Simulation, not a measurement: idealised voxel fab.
process module | voxel capacitor over wiring
cross-section cut | 245 nm wide | cells 5 nm
A cross-section is a grid of square cells, given in bands from the top down. A band is one or more rows of cells.
Each band's line starts with the height of the band's top and of its bottom, in nm. Then come its materials from left to right, each with its width in nm. One material with "throughout" fills the band from edge to edge. "air" is empty space.
Height 0 is the level under which the wafer as received is all one material. The lowest band goes on downwards, as in "0 down".
A width such as "30 to 40" changes by the same amount from each row of cells to the next, from the band's top row to its bottom row.
"no change" after a step means that no cell of the cross-section changed.
closed voids: empty space of 8 cells or more with no open way to the top, each as width x height at its distance from the left edge, in nm
after a step's settings: what the simulator itself notes on the step
overlay nm, on a step with a mask: how far to the right of its planned place the mask lay; to the left if negative
plan
1 op RECEIVE | material Si
2 op CONFORMAL_DEP | material SiO2 | thk nm 15
3 op CONFORMAL_DEP | material SiN | thk nm 5
4 op DIRECTIONAL_DEP | material lowk | thk nm 25
5 op PATTERN | tone open | mask id METAL_1 | material resist | width nm 20 | pitch nm 75 | thk nm 20 | overlay nm 0
6 op DIRECTIONAL_ETCH | etch materials lowk | depth nm 25
7 op DIRECTIONAL_ETCH | etch materials SiN | depth nm 5
8 op STRIP | etch materials resist
9 op CONFORMAL_DEP | material TiN | thk nm 5
10 op FILL_DEP | material Cu | thk nm 5
11 op CMP | height nm 45
12 op CONFORMAL_DEP | material SiCN | thk nm 5
13 op DIRECTIONAL_DEP | material lowk | thk nm 10
14 op PATTERN | tone open | mask id PLUG_1 | material resist | width nm 15 | thk nm 20 | overlay nm 0
15 op DIRECTIONAL_ETCH | etch materials lowk | depth nm 10
16 op DIRECTIONAL_ETCH | etch materials SiCN | depth nm 5
17 op STRIP | etch materials resist
18 op CONFORMAL_DEP | material TiN | thk nm 5
19 op FILL_DEP | material Cu | thk nm 5
20 op CMP | height nm 60
21 op DIRECTIONAL_DEP | material TiN | thk nm 10
22 op DIRECTIONAL_DEP | material HfO2 | thk nm 5
23 op DIRECTIONAL_DEP | material TiN | thk nm 10
24 op MASKED_ETCH | tone cover | mask id UPPER_PLATE | width nm 60 | etch materials TiN | depth nm 10 | overlay nm 0
25 op MASKED_ETCH | tone cover | mask id UPPER_PLATE | width nm 60 | etch materials HfO2 | depth nm 5 | overlay nm 0
26 op MASKED_ETCH | tone cover | mask id LOWER_PLATE | width nm 70 | etch materials TiN | depth nm 10 | overlay nm 0
27 op FILL_DEP | material SiO2 | thk nm 15
28 op CMP | height nm 95
29 op MASKED_ETCH | tone open | mask id PLUG_2 | width nm 15 | etch materials SiO2 | depth nm 10 | overlay nm 0
30 op CONFORMAL_DEP | material TiN | thk nm 5
31 op FILL_DEP | material Cu | thk nm 10
32 op CMP | height nm 95
33 op CONFORMAL_DEP | material SiCN | thk nm 5
first wafer, as planned
as received, after step 1
  0 down: Si throughout
  closed voids: none
after step 2
  15 to 0: SiO2 throughout
  below 0: unchanged
after step 3
  20 to 15: SiN throughout
  below 15: unchanged
after step 4
  45 to 20: lowk throughout
  below 20: unchanged
after step 5
  65 to 45: resist 75 | air 20 | resist 55 | air 20 | resist 75
  below 45: unchanged
after step 6
  65 to 45: resist 75 | air 20 | resist 55 | air 20 | resist 75
  45 to 20: lowk 75 | air 20 | lowk 55 | air 20 | lowk 75
  below 20: unchanged
after step 7
  65 to 45: resist 75 | air 20 | resist 55 | air 20 | resist 75
  45 to 20: lowk 75 | air 20 | lowk 55 | air 20 | lowk 75
  20 to 15: SiN 75 | air 20 | SiN 55 | air 20 | SiN 75
  below 15: unchanged
after step 8
  45 to 20: lowk 75 | air 20 | lowk 55 | air 20 | lowk 75
  below 20: unchanged
after step 9
  50 to 45: TiN 80 | air 10 | TiN 65 | air 10 | TiN 80
  45 to 20: lowk 75 | TiN 5 | air 10 | TiN 5 | lowk 55 | TiN 5 | air 10 | TiN 5 | lowk 75
  20 to 15: SiN 75 | TiN 20 | SiN 55 | TiN 20 | SiN 75
  below 15: unchanged
after step 10
  55 to 50: Cu throughout
  50 to 45: TiN 80 | Cu 10 | TiN 65 | Cu 10 | TiN 80
  45 to 20: lowk 75 | TiN 5 | Cu 10 | TiN 5 | lowk 55 | TiN 5 | Cu 10 | TiN 5 | lowk 75
  below 20: unchanged
after step 11
  45 to 20: lowk 75 | TiN 5 | Cu 10 | TiN 5 | lowk 55 | TiN 5 | Cu 10 | TiN 5 | lowk 75
  below 20: unchanged
after step 12
  50 to 45: SiCN throughout
  below 45: unchanged
after step 13
  60 to 50: lowk throughout
  below 50: unchanged
after step 14
  80 to 60: resist 80 | air 15 | resist 150
  below 60: unchanged
after step 15
  80 to 60: resist 80 | air 15 | resist 150
  60 to 50: lowk 80 | air 15 | lowk 150
  below 50: unchanged
after step 16
  80 to 60: resist 80 | air 15 | resist 150
  60 to 50: lowk 80 | air 15 | lowk 150
  50 to 45: SiCN 80 | air 15 | SiCN 150
  below 45: unchanged
after step 17
  60 to 50: lowk 80 | air 15 | lowk 150
  below 50: unchanged
after step 18
  65 to 60: TiN 85 | air 5 | TiN 155
  60 to 50: lowk 80 | TiN 5 | air 5 | TiN 5 | lowk 150
  50 to 45: SiCN 80 | TiN 15 | SiCN 150
  below 45: unchanged
after step 19
  70 to 65: Cu throughout
  65 to 60: TiN 85 | Cu 5 | TiN 155
  60 to 50: lowk 80 | TiN 5 | Cu 5 | TiN 5 | lowk 150
  below 50: unchanged
after step 20
  60 to 50: lowk 80 | TiN 5 | Cu 5 | TiN 5 | lowk 150
  below 50: unchanged
after step 21
  70 to 60: TiN throughout
  below 60: unchanged
after step 22
  75 to 70: HfO2 throughout
  below 70: unchanged
after step 23
  85 to 75: TiN throughout
  below 75: unchanged
after step 24
  85 to 75: air 80 | TiN 60 | air 105
  below 75: unchanged
after step 25
  85 to 75: air 80 | TiN 60 | air 105
  75 to 70: air 80 | HfO2 60 | air 105
  below 70: unchanged
after step 26
  85 to 75: air 80 | TiN 60 | air 105
  75 to 70: air 80 | HfO2 60 | air 105
  70 to 60: air 75 | TiN 70 | air 100
  below 60: unchanged
after step 27
  100 to 85: SiO2 throughout
  85 to 75: SiO2 80 | TiN 60 | SiO2 105
  75 to 70: SiO2 80 | HfO2 60 | SiO2 105
  70 to 60: SiO2 75 | TiN 70 | SiO2 100
  below 60: unchanged
after step 28
  95 to 85: SiO2 throughout
  below 85: unchanged
after step 29
  95 to 85: SiO2 90 | air 15 | SiO2 140
  below 85: unchanged
after step 30
  100 to 95: TiN 95 | air 5 | TiN 145
  95 to 90: SiO2 90 | TiN 5 | air 5 | TiN 5 | SiO2 140
  90 to 85: SiO2 90 | TiN 15 | SiO2 140
  below 85: unchanged
after step 31
  110 to 100: Cu throughout
  100 to 95: TiN 95 | Cu 5 | TiN 145
  95 to 90: SiO2 90 | TiN 5 | Cu 5 | TiN 5 | SiO2 140
  below 90: unchanged
after step 32
  95 to 90: SiO2 90 | TiN 5 | Cu 5 | TiN 5 | SiO2 140
  below 90: unchanged
after step 33
  100 to 95: SiCN throughout
  below 95: unchanged
second wafer: like start, like plan, one mistake. Through step 21 it matches the first wafer
when step 22 should have ended: no change
when step 23 should have ended
  80 to 60: TiN throughout
  below 60: unchanged
when step 24 should have ended
  80 to 70: air 80 | TiN 60 | air 105
  below 70: unchanged
when step 25 should have ended: no change
when step 26 should have ended
  80 to 70: air 80 | TiN 60 | air 105
  70 to 60: air 75 | TiN 70 | air 100
  below 60: unchanged
when step 27 should have ended
  95 to 80: SiO2 throughout
  80 to 70: SiO2 80 | TiN 60 | SiO2 105
  70 to 60: SiO2 75 | TiN 70 | SiO2 100
  below 60: unchanged
when step 28 should have ended: no change
when step 29 should have ended
  95 to 85: SiO2 90 | air 15 | SiO2 140
  below 85: unchanged
when step 30 should have ended
  100 to 95: TiN 95 | air 5 | TiN 145
  95 to 90: SiO2 90 | TiN 5 | air 5 | TiN 5 | SiO2 140
  90 to 85: SiO2 90 | TiN 15 | SiO2 140
  below 85: unchanged
when step 31 should have ended
  110 to 100: Cu throughout
  100 to 95: TiN 95 | Cu 5 | TiN 145
  95 to 90: SiO2 90 | TiN 5 | Cu 5 | TiN 5 | SiO2 140
  below 90: unchanged
when step 32 should have ended
  95 to 90: SiO2 90 | TiN 5 | Cu 5 | TiN 5 | SiO2 140
  below 90: unchanged
when step 33 should have ended
  100 to 95: SiCN throughout
  below 95: unchanged
what went wrong: step 22 was left out
at the end the second wafer has, in cells: 12 fewer of HfO2 | 12 more of SiO2
